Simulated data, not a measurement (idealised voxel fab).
Proc. module: voxel trench capacitor
Displayed cross-section: cut, width of 195 nm, square cells sized 5 nm.
Think of the cross-section as a grid of square cells. We describe it in bands, top to bottom, and each band covers one or more rows of those cells.
A band entry consists of two parts. The first gives the height of the band's top and the height of its bottom, in nm. The rest lists the band's materials from left to right, each with its width in nm. A single material labelled with the word "everywhere" fills the band from edge to edge, and the word "empty" marks empty space.
Basically, 0 is our baseline, since under it the wafer straight out of the box is all one material. The bottom band has no lower end and keeps on going down, so it looks like "z 0 and below".
Graded width ("30->40"): value in top row of band = first number; value in bottom row = second number; row-to-row change constant.
Step note "left unchanged" = no cross-section cell changed.
"Enclosed void listing" - sealed voids, min. 8 cells, no opening to top; format: width x height at distance (distance from left edge; nm throughout).
Past the settings on a step's line: simulator remark, on that step.
overlay nm: where the mask lay relative to plan, measured to the right, on steps with a mask; negatives go left.
Read each pair as before and after one process step. The after cross-section shows only down to the lowest band that changed. The step between them and its settings are given below the pair. Pairs can come from different runs of this module on the same starting wafer. A pair continues from the pair above only where its "Before the process" entry says so.
Before the process
    z 0 and below: Si everywhere
    Enclosed void listing: none
Step Outcome
    z 5 to 0: SiN everywhere
    Under 0: no change, same as before.
    Enclosed void listing: none
Between the cross-sections above, the step performed was CONFORMAL_DEP with material SiN, thk nm 5
Before the process: The structure entering this step is exactly what the pair just above shows after its step.
Step Outcome
    z 20 to 5: aC everywhere
    Under 5: no change, same as before.
    Enclosed void listing: none
Between the cross-sections above, the step performed was DIRECTIONAL_DEP with material aC, thk nm 15
Before the process: The structure entering this step is exactly what the pair just above shows after its step.
Step Outcome
    z 50 to 20: 35 resist | 25 empty | 25 resist | 25 empty | 25 resist | 25 empty | 35 resist
    Under 20: no change, same as before.
    Enclosed void listing: none
Between the cross-sections above, the step performed was PATTERN with tone open, mask id TRENCH, material resist, width nm 25, pitch nm 50, thk nm 30, overlay nm 0
Before the process: The structure entering this step is exactly what the pair just above shows after its step.
Step Outcome
    z 35 to 20: 35 resist | 25 empty | 25 resist | 25 empty | 25 resist | 25 empty | 35 resist
    z 20 to 5: 35 aC | 25 empty | 25 aC | 25 empty | 25 aC | 25 empty | 35 aC
    Under 5: no change, same as before.
    Enclosed void listing: none
Between the cross-sections above, the step performed was DIRECTIONAL_ETCH with etch materials aC, depth nm 15
Before the process: The structure entering this step is exactly what the pair just above shows after its step.
Step Outcome
    z 20 to 5: 35 aC | 25 empty | 25 aC | 25 empty | 25 aC | 25 empty | 35 aC
    Under 5: no change, same as before.
    Enclosed void listing: none
Between the cross-sections above, the step performed was STRIP with etch materials resist
Before the process: The structure entering this step is exactly what the pair just above shows after its step.
Step Outcome
    z 20 to 5: 35 aC | 25 empty | 25 aC | 25 empty | 25 aC | 25 empty | 35 aC
    z 5 to 0: 35 SiN | 25 empty | 25 SiN | 25 empty | 25 SiN | 25 empty | 35 SiN
    Under 0: no change, same as before.
    Enclosed void listing: none
Between the cross-sections above, the step performed was DIRECTIONAL_ETCH with etch materials SiN, depth nm 5
Before the process: The structure entering this step is exactly what the pair just above shows after its step.
Step Outcome
    z 20 to 5: 35 aC | 25 empty | 25 aC | 25 empty | 25 aC | 25 empty | 35 aC
    z 5 to 0: 35 SiN | 25 empty | 25 SiN | 25 empty | 25 SiN | 25 empty | 35 SiN
    z 0 to -40: 35 Si | 25 empty | 25 Si | 25 empty | 25 Si | 25 empty | 35 Si
    Under -40: no change, same as before.
    Enclosed void listing: none
Between the cross-sections above, the step performed was DIRECTIONAL_ETCH with etch materials Si, depth nm 40
Before the process: The structure entering this step is exactly what the pair just above shows after its step.
Step Outcome
    z 5 to 0: 35 SiN | 25 empty | 25 SiN | 25 empty | 25 SiN | 25 empty | 35 SiN
    Under 0: no change, same as before.
    Enclosed void listing: none
Between the cross-sections above, the step performed was STRIP with etch materials aC
Before the process: The structure entering this step is exactly what the pair just above shows after its step.
Step Outcome
    z 10 to 5: 40 Al2O3 | 15 empty | 35 Al2O3 | 15 empty | 35 Al2O3 | 15 empty | 40 Al2O3
    z 5 to 0: 35 SiN | 5 Al2O3 | 15 empty | 5 Al2O3 | 25 SiN | 5 Al2O3 | 15 empty | 5 Al2O3 | 25 SiN | 5 Al2O3 | 15 empty | 5 Al2O3 | 35 SiN
    z 0 to -35: 35 Si | 5 Al2O3 | 15 empty | 5 Al2O3 | 25 Si | 5 Al2O3 | 15 empty | 5 Al2O3 | 25 Si | 5 Al2O3 | 15 empty | 5 Al2O3 | 35 Si
    z -35 to -40: 35 Si | 25 Al2O3 | 25 Si | 25 Al2O3 | 25 Si | 25 Al2O3 | 35 Si
    Under -40: no change, same as before.
    Enclosed void listing: none
Between the cross-sections above, the step performed was CONFORMAL_DEP with material Al2O3, thk nm 5
Before the process: The structure entering this step is exactly what the pair just above shows after its step.
Step Outcome
    z 15 to 10: 45 TiN | 5 empty | 45 TiN | 5 empty | 45 TiN | 5 empty | 45 TiN
    z 10 to 5: 40 Al2O3 | 5 TiN | 5 empty | 5 TiN | 35 Al2O3 | 5 TiN | 5 empty | 5 TiN | 35 Al2O3 | 5 TiN | 5 empty | 5 TiN | 40 Al2O3
    z 5 to 0: 35 SiN | 5 Al2O3 | 5 TiN | 5 empty | 5 TiN | 5 Al2O3 | 25 SiN | 5 Al2O3 | 5 TiN | 5 empty | 5 TiN | 5 Al2O3 | 25 SiN | 5 Al2O3 | 5 TiN | 5 empty | 5 TiN | 5 Al2O3 | 35 SiN
    z 0 to -30: 35 Si | 5 Al2O3 | 5 TiN | 5 empty | 5 TiN | 5 Al2O3 | 25 Si | 5 Al2O3 | 5 TiN | 5 empty | 5 TiN | 5 Al2O3 | 25 Si | 5 Al2O3 | 5 TiN | 5 empty | 5 TiN | 5 Al2O3 | 35 Si
    z -30 to -35: 35 Si | 5 Al2O3 | 15 TiN | 5 Al2O3 | 25 Si | 5 Al2O3 | 15 TiN | 5 Al2O3 | 25 Si | 5 Al2O3 | 15 TiN | 5 Al2O3 | 35 Si
    Under -35: no change, same as before.
    Enclosed void listing: none
Between the cross-sections above, the step performed was CONFORMAL_DEP with material TiN, thk nm 5
Before the process: The structure entering this step is exactly what the pair just above shows after its step.
Step Outcome
    z 25 to 15: W everywhere
    z 15 to 10: 45 TiN | 5 W | 45 TiN | 5 W | 45 TiN | 5 W | 45 TiN
    z 10 to 5: 40 Al2O3 | 5 TiN | 5 W | 5 TiN | 35 Al2O3 | 5 TiN | 5 W | 5 TiN | 35 Al2O3 | 5 TiN | 5 W | 5 TiN | 40 Al2O3
    z 5 to 0: 35 SiN | 5 Al2O3 | 5 TiN | 5 W | 5 TiN | 5 Al2O3 | 25 SiN | 5 Al2O3 | 5 TiN | 5 W | 5 TiN | 5 Al2O3 | 25 SiN | 5 Al2O3 | 5 TiN | 5 W | 5 TiN | 5 Al2O3 | 35 SiN
    z 0 to -30: 35 Si | 5 Al2O3 | 5 TiN | 5 W | 5 TiN | 5 Al2O3 | 25 Si | 5 Al2O3 | 5 TiN | 5 W | 5 TiN | 5 Al2O3 | 25 Si | 5 Al2O3 | 5 TiN | 5 W | 5 TiN | 5 Al2O3 | 35 Si
    Under -30: no change, same as before.
    Enclosed void listing: none
Between the cross-sections above, the step performed was FILL_DEP with material W, thk nm 10
Before the process: The structure entering this step is exactly what the pair just above shows after its step.
Step Outcome
    z 5 to 0: 35 SiN | 5 Al2O3 | 5 TiN | 5 W | 5 TiN | 5 Al2O3 | 25 SiN | 5 Al2O3 | 5 TiN | 5 W | 5 TiN | 5 Al2O3 | 25 SiN | 5 Al2O3 | 5 TiN | 5 W | 5 TiN | 5 Al2O3 | 35 SiN
    Under 0: no change, same as before.
    Enclosed void listing: none
Between the cross-sections above, the step performed was CMP with height nm 5
Before the process
    z 5 to 0: 35 SiN | 25 empty | 25 SiN | 25 empty | 25 SiN | 25 empty | 35 SiN
    z 0 to -40: 35 Si | 25 empty | 25 Si | 25 empty | 25 Si | 25 empty | 35 Si
    z -40 and below: Si everywhere
    Enclosed void listing: none
Step Outcome
    z 10 to 5: 40 TiN | 15 empty | 35 TiN | 15 empty | 35 TiN | 15 empty | 40 TiN
    z 5 to 0: 35 SiN | 5 TiN | 15 empty | 5 TiN | 25 SiN | 5 TiN | 15 empty | 5 TiN | 25 SiN | 5 TiN | 15 empty | 5 TiN | 35 SiN
    z 0 to -35: 35 Si | 5 TiN | 15 empty | 5 TiN | 25 Si | 5 TiN | 15 empty | 5 TiN | 25 Si | 5 TiN | 15 empty | 5 TiN | 35 Si
    z -35 to -40: 35 Si | 25 TiN | 25 Si | 25 TiN | 25 Si | 25 TiN | 35 Si
    Under -40: no change, same as before.
    Enclosed void listing: none
Between the cross-sections above, the step performed was CONFORMAL_DEP with material TiN, thk nm 5
Before the process: The structure entering this step is exactly what the pair just above shows after its step.
Step Outcome
    z 20 to 10: W everywhere
    z 10 to 5: 40 TiN | 15 W | 35 TiN | 15 W | 35 TiN | 15 W | 40 TiN
    z 5 to 0: 35 SiN | 5 TiN | 15 W | 5 TiN | 25 SiN | 5 TiN | 15 W | 5 TiN | 25 SiN | 5 TiN | 15 W | 5 TiN | 35 SiN
    z 0 to -35: 35 Si | 5 TiN | 15 W | 5 TiN | 25 Si | 5 TiN | 15 W | 5 TiN | 25 Si | 5 TiN | 15 W | 5 TiN | 35 Si
    Under -35: no change, same as before.
    Enclosed void listing: none
Between the cross-sections above, the step performed was FILL_DEP with material W, thk nm 10
Before the process: The structure entering this step is exactly what the pair just above shows after its step.
Step Outcome
    z 5 to 0: 35 SiN | 5 TiN | 15 W | 5 TiN | 25 SiN | 5 TiN | 15 W | 5 TiN | 25 SiN | 5 TiN | 15 W | 5 TiN | 35 SiN
    Under 0: no change, same as before.
    Enclosed void listing: none
Between the cross-sections above, the step performed was CMP with height nm 5
Before the process
    z 10 to 5: 40 TiN | 15 empty | 35 TiN | 15 empty | 35 TiN | 15 empty | 40 TiN
    z 5 to 0: 35 SiN | 5 TiN | 15 empty | 5 TiN | 25 SiN | 5 TiN | 15 empty | 5 TiN | 25 SiN | 5 TiN | 15 empty | 5 TiN | 35 SiN
    z 0 to -35: 35 Si | 5 TiN | 15 empty | 5 TiN | 25 Si | 5 TiN | 15 empty | 5 TiN | 25 Si | 5 TiN | 15 empty | 5 TiN | 35 Si
    z -35 to -40: 35 Si | 25 TiN | 25 Si | 25 TiN | 25 Si | 25 TiN | 35 Si
    z -40 and below: Si everywhere
    Enclosed void listing: none
Step Outcome
    z 15 to 10: 45 Al2O3 | 5 empty | 45 Al2O3 | 5 empty | 45 Al2O3 | 5 empty | 45 Al2O3
    z 10 to 5: 40 TiN | 5 Al2O3 | 5 empty | 5 Al2O3 | 35 TiN | 5 Al2O3 | 5 empty | 5 Al2O3 | 35 TiN | 5 Al2O3 | 5 empty | 5 Al2O3 | 40 TiN
    z 5 to 0: 35 SiN | 5 TiN | 5 Al2O3 | 5 empty | 5 Al2O3 | 5 TiN | 25 SiN | 5 TiN | 5 Al2O3 | 5 empty | 5 Al2O3 | 5 TiN | 25 SiN | 5 TiN | 5 Al2O3 | 5 empty | 5 Al2O3 | 5 TiN | 35 SiN
    z 0 to -30: 35 Si | 5 TiN | 5 Al2O3 | 5 empty | 5 Al2O3 | 5 TiN | 25 Si | 5 TiN | 5 Al2O3 | 5 empty | 5 Al2O3 | 5 TiN | 25 Si | 5 TiN | 5 Al2O3 | 5 empty | 5 Al2O3 | 5 TiN | 35 Si
    z -30 to -35: 35 Si | 5 TiN | 15 Al2O3 | 5 TiN | 25 Si | 5 TiN | 15 Al2O3 | 5 TiN | 25 Si | 5 TiN | 15 Al2O3 | 5 TiN | 35 Si
    Under -35: no change, same as before.
    Enclosed void listing: none
Between the cross-sections above, the step performed was CONFORMAL_DEP with material Al2O3, thk nm 5
Before the process: The structure entering this step is exactly what the pair just above shows after its step.
Step Outcome
    z 25 to 15: W everywhere
    z 15 to 10: 45 Al2O3 | 5 W | 45 Al2O3 | 5 W | 45 Al2O3 | 5 W | 45 Al2O3
    z 10 to 5: 40 TiN | 5 Al2O3 | 5 W | 5 Al2O3 | 35 TiN | 5 Al2O3 | 5 W | 5 Al2O3 | 35 TiN | 5 Al2O3 | 5 W | 5 Al2O3 | 40 TiN
    z 5 to 0: 35 SiN | 5 TiN | 5 Al2O3 | 5 W | 5 Al2O3 | 5 TiN | 25 SiN | 5 TiN | 5 Al2O3 | 5 W | 5 Al2O3 | 5 TiN | 25 SiN | 5 TiN | 5 Al2O3 | 5 W | 5 Al2O3 | 5 TiN | 35 SiN
    z 0 to -30: 35 Si | 5 TiN | 5 Al2O3 | 5 W | 5 Al2O3 | 5 TiN | 25 Si | 5 TiN | 5 Al2O3 | 5 W | 5 Al2O3 | 5 TiN | 25 Si | 5 TiN | 5 Al2O3 | 5 W | 5 Al2O3 | 5 TiN | 35 Si
    Under -30: no change, same as before.
    Enclosed void listing: none
Between the cross-sections above, the step performed was FILL_DEP with material W, thk nm 10
Before the process: The structure entering this step is exactly what the pair just above shows after its step.
Step Outcome
    z 5 to 0: 35 SiN | 5 TiN | 5 Al2O3 | 5 W | 5 Al2O3 | 5 TiN | 25 SiN | 5 TiN | 5 Al2O3 | 5 W | 5 Al2O3 | 5 TiN | 25 SiN | 5 TiN | 5 Al2O3 | 5 W | 5 Al2O3 | 5 TiN | 35 SiN
    Under 0: no change, same as before.
    Enclosed void listing: none
Between the cross-sections above, the step performed was CMP with height nm 5
Before the process
    z 20 to 5: 35 aC | 25 empty | 25 aC | 25 empty | 25 aC | 25 empty | 35 aC
    z 5 to 0: 35 SiN | 25 empty | 25 SiN | 25 empty | 25 SiN | 25 empty | 35 SiN
    z 0 and below: Si everywhere
    Enclosed void listing: none
Step Outcome
    z 20 to 5: 35 aC | 25 empty | 25 aC | 25 empty | 25 aC | 25 empty | 35 aC
    z 5 to 0: 35 SiN | 25 empty | 25 SiN | 25 empty | 25 SiN | 25 empty | 35 SiN
    z 0 to -45: 35 Si | 25 empty | 25 Si | 25 empty | 25 Si | 25 empty | 35 Si
    Under -45: no change, same as before.
    Enclosed void listing: none
Between the cross-sections above, the step performed was DIRECTIONAL_ETCH with etch materials Si, depth nm 45
Before the process: The structure entering this step is exactly what the pair just above shows after its step.
Step Outcome
    z 5 to 0: 35 SiN | 25 empty | 25 SiN | 25 empty | 25 SiN | 25 empty | 35 SiN
    Under 0: no change, same as before.
    Enclosed void listing: none
Between the cross-sections above, the step performed was STRIP with etch materials aC
Before the process: The structure entering this step is exactly what the pair just above shows after its step.
Step Outcome
    z 10 to 5: 40 Al2O3 | 15 empty | 35 Al2O3 | 15 empty | 35 Al2O3 | 15 empty | 40 Al2O3
    z 5 to 0: 35 SiN | 5 Al2O3 | 15 empty | 5 Al2O3 | 25 SiN | 5 Al2O3 | 15 empty | 5 Al2O3 | 25 SiN | 5 Al2O3 | 15 empty | 5 Al2O3 | 35 SiN
    z 0 to -40: 35 Si | 5 Al2O3 | 15 empty | 5 Al2O3 | 25 Si | 5 Al2O3 | 15 empty | 5 Al2O3 | 25 Si | 5 Al2O3 | 15 empty | 5 Al2O3 | 35 Si
    z -40 to -45: 35 Si | 25 Al2O3 | 25 Si | 25 Al2O3 | 25 Si | 25 Al2O3 | 35 Si
    Under -45: no change, same as before.
    Enclosed void listing: none
Between the cross-sections above, the step performed was CONFORMAL_DEP with material Al2O3, thk nm 5
Before the process: The structure entering this step is exactly what the pair just above shows after its step.
Step Outcome
    z 15 to 10: 45 TiN | 5 empty | 45 TiN | 5 empty | 45 TiN | 5 empty | 45 TiN
    z 10 to 5: 40 Al2O3 | 5 TiN | 5 empty | 5 TiN | 35 Al2O3 | 5 TiN | 5 empty | 5 TiN | 35 Al2O3 | 5 TiN | 5 empty | 5 TiN | 40 Al2O3
    z 5 to 0: 35 SiN | 5 Al2O3 | 5 TiN | 5 empty | 5 TiN | 5 Al2O3 | 25 SiN | 5 Al2O3 | 5 TiN | 5 empty | 5 TiN | 5 Al2O3 | 25 SiN | 5 Al2O3 | 5 TiN | 5 empty | 5 TiN | 5 Al2O3 | 35 SiN
    z 0 to -35: 35 Si | 5 Al2O3 | 5 TiN | 5 empty | 5 TiN | 5 Al2O3 | 25 Si | 5 Al2O3 | 5 TiN | 5 empty | 5 TiN | 5 Al2O3 | 25 Si | 5 Al2O3 | 5 TiN | 5 empty | 5 TiN | 5 Al2O3 | 35 Si
    z -35 to -40: 35 Si | 5 Al2O3 | 15 TiN | 5 Al2O3 | 25 Si | 5 Al2O3 | 15 TiN | 5 Al2O3 | 25 Si | 5 Al2O3 | 15 TiN | 5 Al2O3 | 35 Si
    Under -40: no change, same as before.
    Enclosed void listing: none
Between the cross-sections above, the step performed was CONFORMAL_DEP with material TiN, thk nm 5
Before the process: The structure entering this step is exactly what the pair just above shows after its step.
Step Outcome
    z 25 to 15: W everywhere
    z 15 to 10: 45 TiN | 5 W | 45 TiN | 5 W | 45 TiN | 5 W | 45 TiN
    z 10 to 5: 40 Al2O3 | 5 TiN | 5 W | 5 TiN | 35 Al2O3 | 5 TiN | 5 W | 5 TiN | 35 Al2O3 | 5 TiN | 5 W | 5 TiN | 40 Al2O3
    z 5 to 0: 35 SiN | 5 Al2O3 | 5 TiN | 5 W | 5 TiN | 5 Al2O3 | 25 SiN | 5 Al2O3 | 5 TiN | 5 W | 5 TiN | 5 Al2O3 | 25 SiN | 5 Al2O3 | 5 TiN | 5 W | 5 TiN | 5 Al2O3 | 35 SiN
    z 0 to -35: 35 Si | 5 Al2O3 | 5 TiN | 5 W | 5 TiN | 5 Al2O3 | 25 Si | 5 Al2O3 | 5 TiN | 5 W | 5 TiN | 5 Al2O3 | 25 Si | 5 Al2O3 | 5 TiN | 5 W | 5 TiN | 5 Al2O3 | 35 Si
    Under -35: no change, same as before.
    Enclosed void listing: none
Between the cross-sections above, the step performed was FILL_DEP with material W, thk nm 10
Before the process: The structure entering this step is exactly what the pair just above shows after its step.
Step Outcome
    z 5 to 0: 35 SiN | 5 Al2O3 | 5 TiN | 5 W | 5 TiN | 5 Al2O3 | 25 SiN | 5 Al2O3 | 5 TiN | 5 W | 5 TiN | 5 Al2O3 | 25 SiN | 5 Al2O3 | 5 TiN | 5 W | 5 TiN | 5 Al2O3 | 35 SiN
    Under 0: no change, same as before.
    Enclosed void listing: none
Between the cross-sections above, the step performed was CMP with height nm 5
Before the process
    z 20 to 5: aC everywhere
    z 5 to 0: SiN everywhere
    z 0 and below: Si everywhere
    Enclosed void listing: none
Step Outcome
    z 50 to 20: 30 resist | 35 empty | 15 resist | 35 empty | 15 resist | 35 empty | 30 resist
    Under 20: no change, same as before.
    Enclosed void listing: none
Between the cross-sections above, the step performed was PATTERN with tone open, mask id TRENCH, material resist, width nm 35, pitch nm 50, thk nm 30, overlay nm 0
Before the process: The structure entering this step is exactly what the pair just above shows after its step.
Step Outcome
    z 35 to 20: 30 resist | 35 empty | 15 resist | 35 empty | 15 resist | 35 empty | 30 resist
    z 20 to 5: 30 aC | 35 empty | 15 aC | 35 empty | 15 aC | 35 empty | 30 aC
    Under 5: no change, same as before.
    Enclosed void listing: none
Between the cross-sections above, the step performed was DIRECTIONAL_ETCH with etch materials aC, depth nm 15
Before the process: The structure entering this step is exactly what the pair just above shows after its step.
Step Outcome
    z 20 to 5: 30 aC | 35 empty | 15 aC | 35 empty | 15 aC | 35 empty | 30 aC
    Under 5: no change, same as before.
    Enclosed void listing: none
Between the cross-sections above, the step performed was STRIP with etch materials resist
Before the process: The structure entering this step is exactly what the pair just above shows after its step.
Step Outcome
    z 20 to 5: 30 aC | 35 empty | 15 aC | 35 empty | 15 aC | 35 empty | 30 aC
    z 5 to 0: 30 SiN | 35 empty | 15 SiN | 35 empty | 15 SiN | 35 empty | 30 SiN
    Under 0: no change, same as before.
    Enclosed void listing: none
Between the cross-sections above, the step performed was DIRECTIONAL_ETCH with etch materials SiN, depth nm 5
Before the process: The structure entering this step is exactly what the pair just above shows after its step.
Step Outcome
    z 20 to 5: 30 aC | 35 empty | 15 aC | 35 empty | 15 aC | 35 empty | 30 aC
    z 5 to 0: 30 SiN | 35 empty | 15 SiN | 35 empty | 15 SiN | 35 empty | 30 SiN
    z 0 to -40: 30 Si | 35 empty | 15 Si | 35 empty | 15 Si | 35 empty | 30 Si
    Under -40: no change, same as before.
    Enclosed void listing: none
Between the cross-sections above, the step performed was DIRECTIONAL_ETCH with etch materials Si, depth nm 40
Before the process: The structure entering this step is exactly what the pair just above shows after its step.
Step Outcome
    z 5 to 0: 30 SiN | 35 empty | 15 SiN | 35 empty | 15 SiN | 35 empty | 30 SiN
    Under 0: no change, same as before.
    Enclosed void listing: none
Between the cross-sections above, the step performed was STRIP with etch materials aC
Before the process: The structure entering this step is exactly what the pair just above shows after its step.
Step Outcome
    z 10 to 5: 35 Al2O3 | 25 empty | 25 Al2O3 | 25 empty | 25 Al2O3 | 25 empty | 35 Al2O3
    z 5 to 0: 30 SiN | 5 Al2O3 | 25 empty | 5 Al2O3 | 15 SiN | 5 Al2O3 | 25 empty | 5 Al2O3 | 15 SiN | 5 Al2O3 | 25 empty | 5 Al2O3 | 30 SiN
    z 0 to -35: 30 Si | 5 Al2O3 | 25 empty | 5 Al2O3 | 15 Si | 5 Al2O3 | 25 empty | 5 Al2O3 | 15 Si | 5 Al2O3 | 25 empty | 5 Al2O3 | 30 Si
    z -35 to -40: 30 Si | 35 Al2O3 | 15 Si | 35 Al2O3 | 15 Si | 35 Al2O3 | 30 Si
    Under -40: no change, same as before.
    Enclosed void listing: none
Between the cross-sections above, the step performed was CONFORMAL_DEP with material Al2O3, thk nm 5
Before the process: The structure entering this step is exactly what the pair just above shows after its step.
Step Outcome
    z 15 to 10: 40 TiN | 15 empty | 35 TiN | 15 empty | 35 TiN | 15 empty | 40 TiN
    z 10 to 5: 35 Al2O3 | 5 TiN | 15 empty | 5 TiN | 25 Al2O3 | 5 TiN | 15 empty | 5 TiN | 25 Al2O3 | 5 TiN | 15 empty | 5 TiN | 35 Al2O3
    z 5 to 0: 30 SiN | 5 Al2O3 | 5 TiN | 15 empty | 5 TiN | 5 Al2O3 | 15 SiN | 5 Al2O3 | 5 TiN | 15 empty | 5 TiN | 5 Al2O3 | 15 SiN | 5 Al2O3 | 5 TiN | 15 empty | 5 TiN | 5 Al2O3 | 30 SiN
    z 0 to -30: 30 Si | 5 Al2O3 | 5 TiN | 15 empty | 5 TiN | 5 Al2O3 | 15 Si | 5 Al2O3 | 5 TiN | 15 empty | 5 TiN | 5 Al2O3 | 15 Si | 5 Al2O3 | 5 TiN | 15 empty | 5 TiN | 5 Al2O3 | 30 Si
    z -30 to -35: 30 Si | 5 Al2O3 | 25 TiN | 5 Al2O3 | 15 Si | 5 Al2O3 | 25 TiN | 5 Al2O3 | 15 Si | 5 Al2O3 | 25 TiN | 5 Al2O3 | 30 Si
    Under -35: no change, same as before.
    Enclosed void listing: none
Between the cross-sections above, the step performed was CONFORMAL_DEP with material TiN, thk nm 5
Before the process: The structure entering this step is exactly what the pair just above shows after its step.
Step Outcome
    z 25 to 15: W everywhere
    z 15 to 10: 40 TiN | 15 W | 35 TiN | 15 W | 35 TiN | 15 W | 40 TiN
    z 10 to 5: 35 Al2O3 | 5 TiN | 15 W | 5 TiN | 25 Al2O3 | 5 TiN | 15 W | 5 TiN | 25 Al2O3 | 5 TiN | 15 W | 5 TiN | 35 Al2O3
    z 5 to 0: 30 SiN | 5 Al2O3 | 5 TiN | 15 W | 5 TiN | 5 Al2O3 | 15 SiN | 5 Al2O3 | 5 TiN | 15 W | 5 TiN | 5 Al2O3 | 15 SiN | 5 Al2O3 | 5 TiN | 15 W | 5 TiN | 5 Al2O3 | 30 SiN
    z 0 to -30: 30 Si | 5 Al2O3 | 5 TiN | 15 W | 5 TiN | 5 Al2O3 | 15 Si | 5 Al2O3 | 5 TiN | 15 W | 5 TiN | 5 Al2O3 | 15 Si | 5 Al2O3 | 5 TiN | 15 W | 5 TiN | 5 Al2O3 | 30 Si
    Under -30: no change, same as before.
    Enclosed void listing: none
Between the cross-sections above, the step performed was FILL_DEP with material W, thk nm 10
Before the process: The structure entering this step is exactly what the pair just above shows after its step.
Step Outcome
    z 5 to 0: 30 SiN | 5 Al2O3 | 5 TiN | 15 W | 5 TiN | 5 Al2O3 | 15 SiN | 5 Al2O3 | 5 TiN | 15 W | 5 TiN | 5 Al2O3 | 15 SiN | 5 Al2O3 | 5 TiN | 15 W | 5 TiN | 5 Al2O3 | 30 SiN
    Under 0: no change, same as before.
    Enclosed void listing: none
Between the cross-sections above, the step performed was CMP with height nm 5
Before the process
    z 20 to 5: aC everywhere
    z 5 to 0: SiN everywhere
    z 0 and below: Si everywhere
    Enclosed void listing: none
Step Outcome
    z 50 to 20: 40 resist | 25 empty | 25 resist | 25 empty | 25 resist | 25 empty | 30 resist
    Under 20: no change, same as before.
    Enclosed void listing: none
Between the cross-sections above, the step performed was PATTERN with tone open, mask id TRENCH, material resist, width nm 25, pitch nm 50, thk nm 30, overlay nm 5
Before the process: The structure entering this step is exactly what the pair just above shows after its step.
Step Outcome
    z 35 to 20: 40 resist | 25 empty | 25 resist | 25 empty | 25 resist | 25 empty | 30 resist
    z 20 to 5: 40 aC | 25 empty | 25 aC | 25 empty | 25 aC | 25 empty | 30 aC
    Under 5: no change, same as before.
    Enclosed void listing: none
Between the cross-sections above, the step performed was DIRECTIONAL_ETCH with etch materials aC, depth nm 15
Before the process: The structure entering this step is exactly what the pair just above shows after its step.
Step Outcome
    z 20 to 5: 40 aC | 25 empty | 25 aC | 25 empty | 25 aC | 25 empty | 30 aC
    Under 5: no change, same as before.
    Enclosed void listing: none
Between the cross-sections above, the step performed was STRIP with etch materials resist
Before the process: The structure entering this step is exactly what the pair just above shows after its step.
Step Outcome
    z 20 to 5: 40 aC | 25 empty | 25 aC | 25 empty | 25 aC | 25 empty | 30 aC
    z 5 to 0: 40 SiN | 25 empty | 25 SiN | 25 empty | 25 SiN | 25 empty | 30 SiN
    Under 0: no change, same as before.
    Enclosed void listing: none
Between the cross-sections above, the step performed was DIRECTIONAL_ETCH with etch materials SiN, depth nm 5
Before the process: The structure entering this step is exactly what the pair just above shows after its step.
Step Outcome
    z 20 to 5: 40 aC | 25 empty | 25 aC | 25 empty | 25 aC | 25 empty | 30 aC
    z 5 to 0: 40 SiN | 25 empty | 25 SiN | 25 empty | 25 SiN | 25 empty | 30 SiN
    z 0 to -40: 40 Si | 25 empty | 25 Si | 25 empty | 25 Si | 25 empty | 30 Si
    Under -40: no change, same as before.
    Enclosed void listing: none
Between the cross-sections above, the step performed was DIRECTIONAL_ETCH with etch materials Si, depth nm 40
Before the process: The structure entering this step is exactly what the pair just above shows after its step.
Step Outcome
    z 5 to 0: 40 SiN | 25 empty | 25 SiN | 25 empty | 25 SiN | 25 empty | 30 SiN
    Under 0: no change, same as before.
    Enclosed void listing: none
Between the cross-sections above, the step performed was STRIP with etch materials aC
Before the process: The structure entering this step is exactly what the pair just above shows after its step.
Step Outcome
    z 10 to 5: 45 Al2O3 | 15 empty | 35 Al2O3 | 15 empty | 35 Al2O3 | 15 empty | 35 Al2O3
    z 5 to 0: 40 SiN | 5 Al2O3 | 15 empty | 5 Al2O3 | 25 SiN | 5 Al2O3 | 15 empty | 5 Al2O3 | 25 SiN | 5 Al2O3 | 15 empty | 5 Al2O3 | 30 SiN
    z 0 to -35: 40 Si | 5 Al2O3 | 15 empty | 5 Al2O3 | 25 Si | 5 Al2O3 | 15 empty | 5 Al2O3 | 25 Si | 5 Al2O3 | 15 empty | 5 Al2O3 | 30 Si
    z -35 to -40: 40 Si | 25 Al2O3 | 25 Si | 25 Al2O3 | 25 Si | 25 Al2O3 | 30 Si
    Under -40: no change, same as before.
    Enclosed void listing: none
Between the cross-sections above, the step performed was CONFORMAL_DEP with material Al2O3, thk nm 5
Before the process: The structure entering this step is exactly what the pair just above shows after its step.
Step Outcome
    z 15 to 10: 50 TiN | 5 empty | 45 TiN | 5 empty | 45 TiN | 5 empty | 40 TiN
    z 10 to 5: 45 Al2O3 | 5 TiN | 5 empty | 5 TiN | 35 Al2O3 | 5 TiN | 5 empty | 5 TiN | 35 Al2O3 | 5 TiN | 5 empty | 5 TiN | 35 Al2O3
    z 5 to 0: 40 SiN | 5 Al2O3 | 5 TiN | 5 empty | 5 TiN | 5 Al2O3 | 25 SiN | 5 Al2O3 | 5 TiN | 5 empty | 5 TiN | 5 Al2O3 | 25 SiN | 5 Al2O3 | 5 TiN | 5 empty | 5 TiN | 5 Al2O3 | 30 SiN
    z 0 to -30: 40 Si | 5 Al2O3 | 5 TiN | 5 empty | 5 TiN | 5 Al2O3 | 25 Si | 5 Al2O3 | 5 TiN | 5 empty | 5 TiN | 5 Al2O3 | 25 Si | 5 Al2O3 | 5 TiN | 5 empty | 5 TiN | 5 Al2O3 | 30 Si
    z -30 to -35: 40 Si | 5 Al2O3 | 15 TiN | 5 Al2O3 | 25 Si | 5 Al2O3 | 15 TiN | 5 Al2O3 | 25 Si | 5 Al2O3 | 15 TiN | 5 Al2O3 | 30 Si
    Under -35: no change, same as before.
    Enclosed void listing: none
Between the cross-sections above, the step performed was CONFORMAL_DEP with material TiN, thk nm 5
Before the process: The structure entering this step is exactly what the pair just above shows after its step.
Step Outcome
    z 25 to 15: W everywhere
    z 15 to 10: 50 TiN | 5 W | 45 TiN | 5 W | 45 TiN | 5 W | 40 TiN
    z 10 to 5: 45 Al2O3 | 5 TiN | 5 W | 5 TiN | 35 Al2O3 | 5 TiN | 5 W | 5 TiN | 35 Al2O3 | 5 TiN | 5 W | 5 TiN | 35 Al2O3
    z 5 to 0: 40 SiN | 5 Al2O3 | 5 TiN | 5 W | 5 TiN | 5 Al2O3 | 25 SiN | 5 Al2O3 | 5 TiN | 5 W | 5 TiN | 5 Al2O3 | 25 SiN | 5 Al2O3 | 5 TiN | 5 W | 5 TiN | 5 Al2O3 | 30 SiN
    z 0 to -30: 40 Si | 5 Al2O3 | 5 TiN | 5 W | 5 TiN | 5 Al2O3 | 25 Si | 5 Al2O3 | 5 TiN | 5 W | 5 TiN | 5 Al2O3 | 25 Si | 5 Al2O3 | 5 TiN | 5 W | 5 TiN | 5 Al2O3 | 30 Si
    Under -30: no change, same as before.
    Enclosed void listing: none
Between the cross-sections above, the step performed was FILL_DEP with material W, thk nm 10
